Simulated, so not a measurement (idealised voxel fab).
Herein follows the process module entitled voxel transistor to metal.
For reference, the cross-section in this document is cut, with width 285 nm and square cells of 5 nm.
Reading order for cross-sections: top band down to bottom band. Underlying form: a grid of square cells. Band size: one or more rows of cells. Top height, bottom height, nm. Materials left to right, width each, nm. Single material + "edge to edge" = fills band edge to edge. "air" = empty. Height is counted from the level 0, under which the received wafer is composed throughout of one material. The lowest of the bands is not closed at the bottom but continues downward, in the notation "0 down". With a width like "30 to 40", each row of cells in the band differs from the next by the same amount, the top row carrying the first number and the bottom row the second. "nothing changed" for a step: no cell of the cross-section changed in that step. The entry titled "Enclosed cavities" provides the empty spaces that have no open way to the top, restricted to those of 8 cells or more. Each is presented as width x height at distance, the distance being measured from the left edge, with all three in nm. The remark found on a step's line after its settings is issued by the simulator itself and pertains to that step. Each step line may optionally specify "overlay nm", which for a step with a mask gives the rightward distance between the mask's planned place and where it lay, a negative value indicating the leftward direction.

Set out below are the planned steps of the process:
1 RECEIVE,material Si
2 CONFORMAL_DEP,material SiO2,thk nm 5
3 CONFORMAL_DEP,material SiN,thk nm 10
4 DIRECTIONAL_DEP,material aC,thk nm 10
5 PATTERN,tone cover,mask id ACTIVE,material resist,width nm 100,pitch nm 130,thk nm 25,overlay nm 0
6 DIRECTIONAL_ETCH,etch materials aC,depth nm 10
7 STRIP,etch materials resist
8 DIRECTIONAL_ETCH,etch materials SiN,depth nm 10
9 DIRECTIONAL_ETCH,etch materials SiO2,depth nm 5
10 DIRECTIONAL_ETCH,etch materials Si,depth nm 35
11 STRIP,etch materials aC
12 FILL_DEP,material SiO2,thk nm 15
13 CMP,height nm 15
14 SELECTIVE_ETCH,etch materials SiO2,depth nm 10
15 STRIP,etch materials SiN
16 SELECTIVE_ETCH,etch materials SiO2,depth nm 5
17 OXIDIZE,depth nm 5
18 DIRECTIONAL_DEP,material polySi,thk nm 20
19 DIRECTIONAL_DEP,material SiCN,thk nm 15
20 DIRECTIONAL_DEP,material aC,thk nm 10
21 PATTERN,tone cover,mask id GATE,material resist,width nm 20,pitch nm 130,thk nm 25,overlay nm 0
22 DIRECTIONAL_ETCH,etch materials aC,depth nm 10
23 STRIP,etch materials resist
24 DIRECTIONAL_ETCH,etch materials SiCN,depth nm 25
25 DIRECTIONAL_ETCH,etch materials polySi,depth nm 30
26 STRIP,etch materials aC
27 CONFORMAL_DEP,material SiO2,thk nm 5
28 DIRECTIONAL_ETCH,etch materials SiO2,depth nm 5
29 CONFORMAL_DEP,material SiN,thk nm 10
30 DIRECTIONAL_ETCH,etch materials SiN,depth nm 10
31 DIRECTIONAL_ETCH,etch materials SiO2,depth nm 5
32 DIRECTIONAL_ETCH,etch materials Si,depth nm 15
33 EPI,material nSi,thk nm 20
34 FILL_DEP,material SiO2,thk nm 10
35 CMP,height nm 35
36 DIRECTIONAL_DEP,material SiO2,thk nm 15
37 PATTERN,tone open,mask id CONTACT,material resist,width nm 15,thk nm 20,overlay nm 0
38 DIRECTIONAL_ETCH,etch materials SiO2,depth nm 35
39 STRIP,etch materials resist
40 CONFORMAL_DEP,material TiN,thk nm 5
41 FILL_DEP,material Ru,thk nm 5
42 CMP,height nm 50
43 DIRECTIONAL_DEP,material TiN,thk nm 5
44 DIRECTIONAL_DEP,material Ru,thk nm 25
45 MASKED_ETCH,tone cover,mask id METAL_1,width nm 15,etch materials Ru,depth nm 25,overlay nm 0
46 MASKED_ETCH,tone cover,mask id METAL_1,width nm 15,etch materials TiN,depth nm 5,overlay nm 0
47 CONFORMAL_DEP,material SiN,thk nm 5
48 FILL_DEP,material lowk,thk nm 10
49 CMP,height nm 80
50 CONFORMAL_DEP,material SiCN,thk nm 5

First wafer of two (run as planned):

This is the cross-section of the wafer as we received it, i.e. after step 1:
0 down: Si edge to edge
Enclosed cavities: none

Presented here is a cross-section of the wafer after step 2 has been performed:
5 to 0: SiO2 edge to edge
Whatever lies below 0 is exactly as it was before.

Presented here is a cross-section of the wafer after step 3 has been performed:
15 to 5: SiN edge to edge
Whatever lies below 5 is exactly as it was before.

Presented here is a cross-section of the wafer after step 4 has been performed:
25 to 15: aC edge to edge
Whatever lies below 15 is exactly as it was before.

Presented here is a cross-section of the wafer after step 5 has been performed:
50 to 25: 25 air; 100 resist; 30 air; 100 resist; 30 air
Whatever lies below 25 is exactly as it was before.

Presented here is a cross-section of the wafer after step 6 has been performed:
40 to 25: 25 air; 100 resist; 30 air; 100 resist; 30 air
25 to 15: 25 air; 100 aC; 30 air; 100 aC; 30 air
Whatever lies below 15 is exactly as it was before.

Presented here is a cross-section of the wafer after step 7 has been performed:
25 to 15: 25 air; 100 aC; 30 air; 100 aC; 30 air
Whatever lies below 15 is exactly as it was before.

Presented here is a cross-section of the wafer after step 8 has been performed:
25 to 15: 25 air; 100 aC; 30 air; 100 aC; 30 air
15 to 5: 25 air; 100 SiN; 30 air; 100 SiN; 30 air
Whatever lies below 5 is exactly as it was before.

Presented here is a cross-section of the wafer after step 9 has been performed:
25 to 15: 25 air; 100 aC; 30 air; 100 aC; 30 air
15 to 5: 25 air; 100 SiN; 30 air; 100 SiN; 30 air
5 to 0: 25 air; 100 SiO2; 30 air; 100 SiO2; 30 air
Whatever lies below 0 is exactly as it was before.

Presented here is a cross-section of the wafer after step 10 has been performed:
25 to 15: 25 air; 100 aC; 30 air; 100 aC; 30 air
15 to 5: 25 air; 100 SiN; 30 air; 100 SiN; 30 air
5 to 0: 25 air; 100 SiO2; 30 air; 100 SiO2; 30 air
0 to -35: 25 air; 100 Si; 30 air; 100 Si; 30 air
Whatever lies below -35 is exactly as it was before.

Presented here is a cross-section of the wafer after step 11 has been performed:
15 to 5: 25 air; 100 SiN; 30 air; 100 SiN; 30 air
Whatever lies below 5 is exactly as it was before.

Presented here is a cross-section of the wafer after step 12 has been performed:
30 to 15: SiO2 edge to edge
15 to 5: 25 SiO2; 100 SiN; 30 SiO2; 100 SiN; 30 SiO2
5 to 0: SiO2 edge to edge
0 to -35: 25 SiO2; 100 Si; 30 SiO2; 100 Si; 30 SiO2
Whatever lies below -35 is exactly as it was before.

Presented here is a cross-section of the wafer after step 13 has been performed:
15 to 5: 25 SiO2; 100 SiN; 30 SiO2; 100 SiN; 30 SiO2
Whatever lies below 5 is exactly as it was before.

Presented here is a cross-section of the wafer after step 14 has been performed:
15 to 5: 25 air; 100 SiN; 30 air; 100 SiN; 30 air
Whatever lies below 5 is exactly as it was before.

Presented here is a cross-section of the wafer after step 15 has been performed:
5 to 0: SiO2 edge to edge
Whatever lies below 0 is exactly as it was before.

Presented here is a cross-section of the wafer after step 16 has been performed:
0 to -35: 25 SiO2; 100 Si; 30 SiO2; 100 Si; 30 SiO2
Whatever lies below -35 is exactly as it was before.

Presented here is a cross-section of the wafer after step 17 has been performed:
0 to -5: SiO2 edge to edge
Whatever lies below -5 is exactly as it was before.

Presented here is a cross-section of the wafer after step 18 has been performed:
20 to 0: polySi edge to edge
Whatever lies below 0 is exactly as it was before.

Presented here is a cross-section of the wafer after step 19 has been performed:
35 to 20: SiCN edge to edge
Whatever lies below 20 is exactly as it was before.

Presented here is a cross-section of the wafer after step 20 has been performed:
45 to 35: aC edge to edge
Whatever lies below 35 is exactly as it was before.

Presented here is a cross-section of the wafer after step 21 has been performed:
70 to 45: 65 air; 20 resist; 110 air; 20 resist; 70 air
Whatever lies below 45 is exactly as it was before.

Presented here is a cross-section of the wafer after step 22 has been performed:
60 to 45: 65 air; 20 resist; 110 air; 20 resist; 70 air
45 to 35: 65 air; 20 aC; 110 air; 20 aC; 70 air
Whatever lies below 35 is exactly as it was before.

Presented here is a cross-section of the wafer after step 23 has been performed:
45 to 35: 65 air; 20 aC; 110 air; 20 aC; 70 air
Whatever lies below 35 is exactly as it was before.

Presented here is a cross-section of the wafer after step 24 has been performed:
45 to 35: 65 air; 20 aC; 110 air; 20 aC; 70 air
35 to 20: 65 air; 20 SiCN; 110 air; 20 SiCN; 70 air
Whatever lies below 20 is exactly as it was before.

Presented here is a cross-section of the wafer after step 25 has been performed:
45 to 35: 65 air; 20 aC; 110 air; 20 aC; 70 air
35 to 20: 65 air; 20 SiCN; 110 air; 20 SiCN; 70 air
20 to 0: 65 air; 20 polySi; 110 air; 20 polySi; 70 air
Whatever lies below 0 is exactly as it was before.

Presented here is a cross-section of the wafer after step 26 has been performed:
35 to 20: 65 air; 20 SiCN; 110 air; 20 SiCN; 70 air
Whatever lies below 20 is exactly as it was before.

Presented here is a cross-section of the wafer after step 27 has been performed:
40 to 35: 60 air; 30 SiO2; 100 air; 30 SiO2; 65 air
35 to 20: 60 air; 5 SiO2; 20 SiCN; 5 SiO2; 100 air; 5 SiO2; 20 SiCN; 5 SiO2; 65 air
20 to 5: 60 air; 5 SiO2; 20 polySi; 5 SiO2; 100 air; 5 SiO2; 20 polySi; 5 SiO2; 65 air
5 to 0: 65 SiO2; 20 polySi; 110 SiO2; 20 polySi; 70 SiO2
Whatever lies below 0 is exactly as it was before.

Presented here is a cross-section of the wafer after step 28 has been performed:
35 to 20: 60 air; 5 SiO2; 20 SiCN; 5 SiO2; 100 air; 5 SiO2; 20 SiCN; 5 SiO2; 65 air
20 to 0: 60 air; 5 SiO2; 20 polySi; 5 SiO2; 100 air; 5 SiO2; 20 polySi; 5 SiO2; 65 air
Whatever lies below 0 is exactly as it was before.

Presented here is a cross-section of the wafer after step 29 has been performed:
45 to 35: 50 air; 50 SiN; 80 air; 50 SiN; 55 air
35 to 20: 50 air; 10 SiN; 5 SiO2; 20 SiCN; 5 SiO2; 10 SiN; 80 air; 10 SiN; 5 SiO2; 20 SiCN; 5 SiO2; 10 SiN; 55 air
20 to 10: 50 air; 10 SiN; 5 SiO2; 20 polySi; 5 SiO2; 10 SiN; 80 air; 10 SiN; 5 SiO2; 20 polySi; 5 SiO2; 10 SiN; 55 air
10 to 0: 60 SiN; 5 SiO2; 20 polySi; 5 SiO2; 100 SiN; 5 SiO2; 20 polySi; 5 SiO2; 65 SiN
Whatever lies below 0 is exactly as it was before.

Presented here is a cross-section of the wafer after step 30 has been performed:
35 to 20: 50 air; 10 SiN; 5 SiO2; 20 SiCN; 5 SiO2; 10 SiN; 80 air; 10 SiN; 5 SiO2; 20 SiCN; 5 SiO2; 10 SiN; 55 air
20 to 0: 50 air; 10 SiN; 5 SiO2; 20 polySi; 5 SiO2; 10 SiN; 80 air; 10 SiN; 5 SiO2; 20 polySi; 5 SiO2; 10 SiN; 55 air
Whatever lies below 0 is exactly as it was before.

Presented here is a cross-section of the wafer after step 31 has been performed:
35 to 30: 50 air; 10 SiN; 5 air; 20 SiCN; 5 air; 10 SiN; 80 air; 10 SiN; 5 air; 20 SiCN; 5 air; 10 SiN; 55 air
30 to 20: 50 air; 10 SiN; 5 SiO2; 20 SiCN; 5 SiO2; 10 SiN; 80 air; 10 SiN; 5 SiO2; 20 SiCN; 5 SiO2; 10 SiN; 55 air
20 to 0: 50 air; 10 SiN; 5 SiO2; 20 polySi; 5 SiO2; 10 SiN; 80 air; 10 SiN; 5 SiO2; 20 polySi; 5 SiO2; 10 SiN; 55 air
0 to -5: 50 air; 50 SiO2; 80 air; 50 SiO2; 55 air
Whatever lies below -5 is exactly as it was before.

Presented here is a cross-section of the wafer after step 32 has been performed:
35 to 30: 50 air; 10 SiN; 5 air; 20 SiCN; 5 air; 10 SiN; 80 air; 10 SiN; 5 air; 20 SiCN; 5 air; 10 SiN; 55 air
30 to 20: 50 air; 10 SiN; 5 SiO2; 20 SiCN; 5 SiO2; 10 SiN; 80 air; 10 SiN; 5 SiO2; 20 SiCN; 5 SiO2; 10 SiN; 55 air
20 to 0: 50 air; 10 SiN; 5 SiO2; 20 polySi; 5 SiO2; 10 SiN; 80 air; 10 SiN; 5 SiO2; 20 polySi; 5 SiO2; 10 SiN; 55 air
0 to -5: 50 air; 50 SiO2; 80 air; 50 SiO2; 55 air
-5 to -20: 25 SiO2; 25 air; 50 Si; 25 air; 30 SiO2; 25 air; 50 Si; 25 air; 30 SiO2
Whatever lies below -20 is exactly as it was before.

Presented here is a cross-section of the wafer after step 33 has been performed:
35 to 30: 50 air; 10 SiN; 5 air; 20 SiCN; 5 air; 10 SiN; 80 air; 10 SiN; 5 air; 20 SiCN; 5 air; 10 SiN; 55 air
30 to 20: 50 air; 10 SiN; 5 SiO2; 20 SiCN; 5 SiO2; 10 SiN; 80 air; 10 SiN; 5 SiO2; 20 SiCN; 5 SiO2; 10 SiN; 55 air
20 to 15: 50 air; 10 SiN; 5 SiO2; 20 polySi; 5 SiO2; 10 SiN; 80 air; 10 SiN; 5 SiO2; 20 polySi; 5 SiO2; 10 SiN; 55 air
15 to 0: 30 air; 20 nSi; 10 SiN; 5 SiO2; 20 polySi; 5 SiO2; 10 SiN; 20 nSi; 40 air; 20 nSi; 10 SiN; 5 SiO2; 20 polySi; 5 SiO2; 10 SiN; 20 nSi; 35 air
0 to -5: 20 air; 30 nSi; 50 SiO2; 30 nSi; 20 air; 30 nSi; 50 SiO2; 30 nSi; 25 air
-5 to -20: 25 SiO2; 25 nSi; 50 Si; 25 nSi; 30 SiO2; 25 nSi; 50 Si; 25 nSi; 30 SiO2
Whatever lies below -20 is exactly as it was before.

Presented here is a cross-section of the wafer after step 34 has been performed:
45 to 35: SiO2 edge to edge
35 to 20: 50 SiO2; 10 SiN; 5 SiO2; 20 SiCN; 5 SiO2; 10 SiN; 80 SiO2; 10 SiN; 5 SiO2; 20 SiCN; 5 SiO2; 10 SiN; 55 SiO2
20 to 15: 50 SiO2; 10 SiN; 5 SiO2; 20 polySi; 5 SiO2; 10 SiN; 80 SiO2; 10 SiN; 5 SiO2; 20 polySi; 5 SiO2; 10 SiN; 55 SiO2
15 to 0: 30 SiO2; 20 nSi; 10 SiN; 5 SiO2; 20 polySi; 5 SiO2; 10 SiN; 20 nSi; 40 SiO2; 20 nSi; 10 SiN; 5 SiO2; 20 polySi; 5 SiO2; 10 SiN; 20 nSi; 35 SiO2
0 to -5: 20 SiO2; 30 nSi; 50 SiO2; 30 nSi; 20 SiO2; 30 nSi; 50 SiO2; 30 nSi; 25 SiO2
Whatever lies below -5 is exactly as it was before.

Presented here is a cross-section of the wafer after step 35 has been performed:
35 to 20: 50 SiO2; 10 SiN; 5 SiO2; 20 SiCN; 5 SiO2; 10 SiN; 80 SiO2; 10 SiN; 5 SiO2; 20 SiCN; 5 SiO2; 10 SiN; 55 SiO2
Whatever lies below 20 is exactly as it was before.

Presented here is a cross-section of the wafer after step 36 has been performed:
50 to 35: SiO2 edge to edge
Whatever lies below 35 is exactly as it was before.

Presented here is a cross-section of the wafer after step 37 has been performed:
70 to 50: 30 resist; 15 air; 60 resist; 15 air; 40 resist; 15 air; 60 resist; 15 air; 35 resist
Whatever lies below 50 is exactly as it was before.

Presented here is a cross-section of the wafer after step 38 has been performed:
70 to 50: 30 resist; 15 air; 60 resist; 15 air; 40 resist; 15 air; 60 resist; 15 air; 35 resist
50 to 35: 30 SiO2; 15 air; 60 SiO2; 15 air; 40 SiO2; 15 air; 60 SiO2; 15 air; 35 SiO2
35 to 20: 30 SiO2; 15 air; 5 SiO2; 10 SiN; 5 SiO2; 20 SiCN; 5 SiO2; 10 SiN; 5 SiO2; 15 air; 40 SiO2; 15 air; 5 SiO2; 10 SiN; 5 SiO2; 20 SiCN; 5 SiO2; 10 SiN; 5 SiO2; 15 air; 35 SiO2
20 to 15: 30 SiO2; 15 air; 5 SiO2; 10 SiN; 5 SiO2; 20 polySi; 5 SiO2; 10 SiN; 5 SiO2; 15 air; 40 SiO2; 15 air; 5 SiO2; 10 SiN; 5 SiO2; 20 polySi; 5 SiO2; 10 SiN; 5 SiO2; 15 air; 35 SiO2
Whatever lies below 15 is exactly as it was before.

Presented here is a cross-section of the wafer after step 39 has been performed:
50 to 35: 30 SiO2; 15 air; 60 SiO2; 15 air; 40 SiO2; 15 air; 60 SiO2; 15 air; 35 SiO2
Whatever lies below 35 is exactly as it was before.

Presented here is a cross-section of the wafer after step 40 has been performed:
55 to 50: 35 TiN; 5 air; 70 TiN; 5 air; 50 TiN; 5 air; 70 TiN; 5 air; 40 TiN
50 to 35: 30 SiO2; 5 TiN; 5 air; 5 TiN; 60 SiO2; 5 TiN; 5 air; 5 TiN; 40 SiO2; 5 TiN; 5 air; 5 TiN; 60 SiO2; 5 TiN; 5 air; 5 TiN; 35 SiO2
35 to 20: 30 SiO2; 5 TiN; 5 air; 5 TiN; 5 SiO2; 10 SiN; 5 SiO2; 20 SiCN; 5 SiO2; 10 SiN; 5 SiO2; 5 TiN; 5 air; 5 TiN; 40 SiO2; 5 TiN; 5 air; 5 TiN; 5 SiO2; 10 SiN; 5 SiO2; 20 SiCN; 5 SiO2; 10 SiN; 5 SiO2; 5 TiN; 5 air; 5 TiN; 35 SiO2
20 to 15: 30 SiO2; 15 TiN; 5 SiO2; 10 SiN; 5 SiO2; 20 polySi; 5 SiO2; 10 SiN; 5 SiO2; 15 TiN; 40 SiO2; 15 TiN; 5 SiO2; 10 SiN; 5 SiO2; 20 polySi; 5 SiO2; 10 SiN; 5 SiO2; 15 TiN; 35 SiO2
Whatever lies below 15 is exactly as it was before.

Presented here is a cross-section of the wafer after step 41 has been performed:
60 to 55: Ru edge to edge
55 to 50: 35 TiN; 5 Ru; 70 TiN; 5 Ru; 50 TiN; 5 Ru; 70 TiN; 5 Ru; 40 TiN
50 to 35: 30 SiO2; 5 TiN; 5 Ru; 5 TiN; 60 SiO2; 5 TiN; 5 Ru; 5 TiN; 40 SiO2; 5 TiN; 5 Ru; 5 TiN; 60 SiO2; 5 TiN; 5 Ru; 5 TiN; 35 SiO2
35 to 20: 30 SiO2; 5 TiN; 5 Ru; 5 TiN; 5 SiO2; 10 SiN; 5 SiO2; 20 SiCN; 5 SiO2; 10 SiN; 5 SiO2; 5 TiN; 5 Ru; 5 TiN; 40 SiO2; 5 TiN; 5 Ru; 5 TiN; 5 SiO2; 10 SiN; 5 SiO2; 20 SiCN; 5 SiO2; 10 SiN; 5 SiO2; 5 TiN; 5 Ru; 5 TiN; 35 SiO2
Whatever lies below 20 is exactly as it was before.

Presented here is a cross-section of the wafer after step 42 has been performed:
50 to 35: 30 SiO2; 5 TiN; 5 Ru; 5 TiN; 60 SiO2; 5 TiN; 5 Ru; 5 TiN; 40 SiO2; 5 TiN; 5 Ru; 5 TiN; 60 SiO2; 5 TiN; 5 Ru; 5 TiN; 35 SiO2
Whatever lies below 35 is exactly as it was before.

Presented here is a cross-section of the wafer after step 43 has been performed:
55 to 50: TiN edge to edge
Whatever lies below 50 is exactly as it was before.

Presented here is a cross-section of the wafer after step 44 has been performed:
80 to 55: Ru edge to edge
Whatever lies below 55 is exactly as it was before.

Presented here is a cross-section of the wafer after step 45 has been performed:
80 to 55: 30 air; 15 Ru; 60 air; 15 Ru; 40 air; 15 Ru; 60 air; 15 Ru; 35 air
Whatever lies below 55 is exactly as it was before.

Presented here is a cross-section of the wafer after step 46 has been performed:
80 to 55: 30 air; 15 Ru; 60 air; 15 Ru; 40 air; 15 Ru; 60 air; 15 Ru; 35 air
55 to 50: 30 air; 15 TiN; 60 air; 15 TiN; 40 air; 15 TiN; 60 air; 15 TiN; 35 air
Whatever lies below 50 is exactly as it was before.

Presented here is a cross-section of the wafer after step 47 has been performed:
85 to 80: 25 air; 25 SiN; 50 air; 25 SiN; 30 air; 25 SiN; 50 air; 25 SiN; 30 air
80 to 55: 25 air; 5 SiN; 15 Ru; 5 SiN; 50 air; 5 SiN; 15 Ru; 5 SiN; 30 air; 5 SiN; 15 Ru; 5 SiN; 50 air; 5 SiN; 15 Ru; 5 SiN; 30 air
55 to 50: 30 SiN; 15 TiN; 60 SiN; 15 TiN; 40 SiN; 15 TiN; 60 SiN; 15 TiN; 35 SiN
Whatever lies below 50 is exactly as it was before.

Presented here is a cross-section of the wafer after step 48 has been performed:
95 to 85: lowk edge to edge
85 to 80: 25 lowk; 25 SiN; 50 lowk; 25 SiN; 30 lowk; 25 SiN; 50 lowk; 25 SiN; 30 lowk
80 to 55: 25 lowk; 5 SiN; 15 Ru; 5 SiN; 50 lowk; 5 SiN; 15 Ru; 5 SiN; 30 lowk; 5 SiN; 15 Ru; 5 SiN; 50 lowk; 5 SiN; 15 Ru; 5 SiN; 30 lowk
Whatever lies below 55 is exactly as it was before.

Presented here is a cross-section of the wafer after step 49 has been performed:
80 to 55: 25 lowk; 5 SiN; 15 Ru; 5 SiN; 50 lowk; 5 SiN; 15 Ru; 5 SiN; 30 lowk; 5 SiN; 15 Ru; 5 SiN; 50 lowk; 5 SiN; 15 Ru; 5 SiN; 30 lowk
Whatever lies below 55 is exactly as it was before.

Presented here is a cross-section of the wafer after step 50 has been performed:
85 to 80: SiCN edge to edge
Whatever lies below 80 is exactly as it was before.

Now the other wafer: same start, same recipe, but we messed up one thing when running it. Up to and including step 35 it's the same as the first one:

Cross-sectional view of the second wafer at the intended end time of process step 36:
65 to 35: SiO2 edge to edge
Whatever lies below 35 is exactly as it was before.

Cross-sectional view of the second wafer at the intended end time of process step 37:
85 to 65: 30 resist; 15 air; 60 resist; 15 air; 40 resist; 15 air; 60 resist; 15 air; 35 resist
Whatever lies below 65 is exactly as it was before.

Cross-sectional view of the second wafer at the intended end time of process step 38:
85 to 65: 30 resist; 15 air; 60 resist; 15 air; 40 resist; 15 air; 60 resist; 15 air; 35 resist
65 to 35: 30 SiO2; 15 air; 60 SiO2; 15 air; 40 SiO2; 15 air; 60 SiO2; 15 air; 35 SiO2
35 to 30: 30 SiO2; 15 air; 5 SiO2; 10 SiN; 5 SiO2; 20 SiCN; 5 SiO2; 10 SiN; 5 SiO2; 15 air; 40 SiO2; 15 air; 5 SiO2; 10 SiN; 5 SiO2; 20 SiCN; 5 SiO2; 10 SiN; 5 SiO2; 15 air; 35 SiO2
Whatever lies below 30 is exactly as it was before.

Cross-sectional view of the second wafer at the intended end time of process step 39:
65 to 35: 30 SiO2; 15 air; 60 SiO2; 15 air; 40 SiO2; 15 air; 60 SiO2; 15 air; 35 SiO2
Whatever lies below 35 is exactly as it was before.

Cross-sectional view of the second wafer at the intended end time of process step 40:
70 to 65: 35 TiN; 5 air; 70 TiN; 5 air; 50 TiN; 5 air; 70 TiN; 5 air; 40 TiN
65 to 35: 30 SiO2; 5 TiN; 5 air; 5 TiN; 60 SiO2; 5 TiN; 5 air; 5 TiN; 40 SiO2; 5 TiN; 5 air; 5 TiN; 60 SiO2; 5 TiN; 5 air; 5 TiN; 35 SiO2
35 to 30: 30 SiO2; 15 TiN; 5 SiO2; 10 SiN; 5 SiO2; 20 SiCN; 5 SiO2; 10 SiN; 5 SiO2; 15 TiN; 40 SiO2; 15 TiN; 5 SiO2; 10 SiN; 5 SiO2; 20 SiCN; 5 SiO2; 10 SiN; 5 SiO2; 15 TiN; 35 SiO2
Whatever lies below 30 is exactly as it was before.

Cross-sectional view of the second wafer at the intended end time of process step 41:
75 to 70: Ru edge to edge
70 to 65: 35 TiN; 5 Ru; 70 TiN; 5 Ru; 50 TiN; 5 Ru; 70 TiN; 5 Ru; 40 TiN
65 to 35: 30 SiO2; 5 TiN; 5 Ru; 5 TiN; 60 SiO2; 5 TiN; 5 Ru; 5 TiN; 40 SiO2; 5 TiN; 5 Ru; 5 TiN; 60 SiO2; 5 TiN; 5 Ru; 5 TiN; 35 SiO2
Whatever lies below 35 is exactly as it was before.

Cross-sectional view of the second wafer at the intended end time of process step 42:
50 to 35: 30 SiO2; 5 TiN; 5 Ru; 5 TiN; 60 SiO2; 5 TiN; 5 Ru; 5 TiN; 40 SiO2; 5 TiN; 5 Ru; 5 TiN; 60 SiO2; 5 TiN; 5 Ru; 5 TiN; 35 SiO2
Whatever lies below 35 is exactly as it was before.

Cross-sectional view of the second wafer at the intended end time of process step 43:
55 to 50: TiN edge to edge
Whatever lies below 50 is exactly as it was before.

Cross-sectional view of the second wafer at the intended end time of process step 44:
80 to 55: Ru edge to edge
Whatever lies below 55 is exactly as it was before.

Cross-sectional view of the second wafer at the intended end time of process step 45:
80 to 55: 30 air; 15 Ru; 60 air; 15 Ru; 40 air; 15 Ru; 60 air; 15 Ru; 35 air
Whatever lies below 55 is exactly as it was before.

Cross-sectional view of the second wafer at the intended end time of process step 46:
80 to 55: 30 air; 15 Ru; 60 air; 15 Ru; 40 air; 15 Ru; 60 air; 15 Ru; 35 air
55 to 50: 30 air; 15 TiN; 60 air; 15 TiN; 40 air; 15 TiN; 60 air; 15 TiN; 35 air
Whatever lies below 50 is exactly as it was before.

Cross-sectional view of the second wafer at the intended end time of process step 47:
85 to 80: 25 air; 25 SiN; 50 air; 25 SiN; 30 air; 25 SiN; 50 air; 25 SiN; 30 air
80 to 55: 25 air; 5 SiN; 15 Ru; 5 SiN; 50 air; 5 SiN; 15 Ru; 5 SiN; 30 air; 5 SiN; 15 Ru; 5 SiN; 50 air; 5 SiN; 15 Ru; 5 SiN; 30 air
55 to 50: 30 SiN; 15 TiN; 60 SiN; 15 TiN; 40 SiN; 15 TiN; 60 SiN; 15 TiN; 35 SiN
Whatever lies below 50 is exactly as it was before.

Cross-sectional view of the second wafer at the intended end time of process step 48:
95 to 85: lowk edge to edge
85 to 80: 25 lowk; 25 SiN; 50 lowk; 25 SiN; 30 lowk; 25 SiN; 50 lowk; 25 SiN; 30 lowk
80 to 55: 25 lowk; 5 SiN; 15 Ru; 5 SiN; 50 lowk; 5 SiN; 15 Ru; 5 SiN; 30 lowk; 5 SiN; 15 Ru; 5 SiN; 50 lowk; 5 SiN; 15 Ru; 5 SiN; 30 lowk
Whatever lies below 55 is exactly as it was before.

Cross-sectional view of the second wafer at the intended end time of process step 49:
80 to 55: 25 lowk; 5 SiN; 15 Ru; 5 SiN; 50 lowk; 5 SiN; 15 Ru; 5 SiN; 30 lowk; 5 SiN; 15 Ru; 5 SiN; 50 lowk; 5 SiN; 15 Ru; 5 SiN; 30 lowk
Whatever lies below 55 is exactly as it was before.

Cross-sectional view of the second wafer at the intended end time of process step 50:
85 to 80: SiCN edge to edge
Whatever lies below 80 is exactly as it was before.
Which mistake was made when the wafer was run? in the plan, step 36 was performed twice
Count the cells at the end and the second wafer has more or fewer of some materials than the first: Ru: 12 fewer; SiO2: 36 more; TiN: 24 fewer
